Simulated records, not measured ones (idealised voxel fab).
The following process module bears the name voxel ribs on slabs.
Cross-section cut: width 160 nm, square cells of 5 nm.
Heads up, the way a cross-section reads in here is a grid of square cells, handed over as bands from the top down, with every band being one or more rows of cells. The band entry comprises the height of the band's top followed by the height of its bottom, expressed in nm, and subsequently the band's materials from left to right, each stated together with its width in nm. Where a single material is marked with the word "edge to edge", that material fills the band from edge to edge. The word "air" represents empty space. The level at which height equals 0 is the one under which the wafer, as it arrives, is entirely one material. No lower edge exists for the bottom band, which continues downward and is notated as in "0 and below". Think of "30->40" as a width that walks from the first number to the second as you go down the band, top row to bottom row, taking equal-sized steps from row to row. "changes: none" after a step means that no cell of the cross-section changed. Each empty space that has no open way to the top and spans at least 8 cells appears under "Trapped void list" as width x height at distance, the distance counted from the left edge, all in nm. What comes after the settings on a step's line is commentary from the simulator itself on that step. For masked steps, "overlay nm" on the step line gives how far right of plan the mask actually lay; a minus sign means it lay to the left.
List of planned process steps:
1) RECEIVE with material Si
2) DIRECTIONAL_DEP with material SiO2, thk nm 20
3) DIRECTIONAL_DEP with material polySi, thk nm 20
4) PATTERN with tone cover, mask id RIB, material resist, width nm 30, thk nm 15, overlay nm 0
5) DIRECTIONAL_ETCH with etch materials polySi, depth nm 5
6) STRIP with etch materials resist
7) PATTERN with tone cover, mask id SLAB, material resist, width nm 60, thk nm 20, overlay nm 0
8) DIRECTIONAL_ETCH with etch materials polySi, depth nm 15
9) STRIP with etch materials resist
10) FILL_DEP with material SiO2, thk nm 20
11) CMP with height nm 50
12) DIRECTIONAL_DEP with material TiN, thk nm 10
13) PATTERN with tone cover, mask id HEATER, material resist, width nm 40, thk nm 15, overlay nm 0
14) DIRECTIONAL_ETCH with etch materials TiN, depth nm 10
15) STRIP with etch materials resist
16) CONFORMAL_DEP with material SiO2, thk nm 5
as received, after step 1:
0 and below | Si edge to edge
Trapped void list: none
First of two wafers: cross-section at end of module, run per plan:
65 down to 60 | 55 air / 50 SiO2 / 55 air
60 down to 55 | 55 air / 5 SiO2 / 40 TiN / 5 SiO2 / 55 air
55 down to 50 | 60 SiO2 / 40 TiN / 60 SiO2
50 down to 40 | SiO2 edge to edge
40 down to 35 | 65 SiO2 / 30 polySi / 65 SiO2
35 down to 20 | 50 SiO2 / 60 polySi / 50 SiO2
20 down to 0 | SiO2 edge to edge
0 and below | Si edge to edge
Trapped void list: none
Cross-section at end of module for the second wafer of two, which matched the first in starting point and plan and differed by one mistake in its processing:
65 down to 60 | 55 air / 50 SiO2 / 55 air
60 down to 55 | 55 air / 5 SiO2 / 40 TiN / 5 SiO2 / 55 air
55 down to 50 | 60 SiO2 / 40 TiN / 60 SiO2
50 down to 40 | SiO2 edge to edge
40 down to 35 | 65 SiO2 / 30 polySi / 65 SiO2
35 down to 20 | 45 SiO2 / 70 polySi / 45 SiO2
20 down to 0 | SiO2 edge to edge
0 and below | Si edge to edge
Trapped void list: none
The plan and the run diverged here: heads up, step 7 didn't go per plan, it actually ran as PATTERN with tone cover, mask id SLAB, material resist, width nm 70, thk nm 20, overlay nm 0
Per the end-of-run cell counts, the second wafer holds more or fewer of some materials than the first: SiO2: 6 fewer, polySi: 6 more
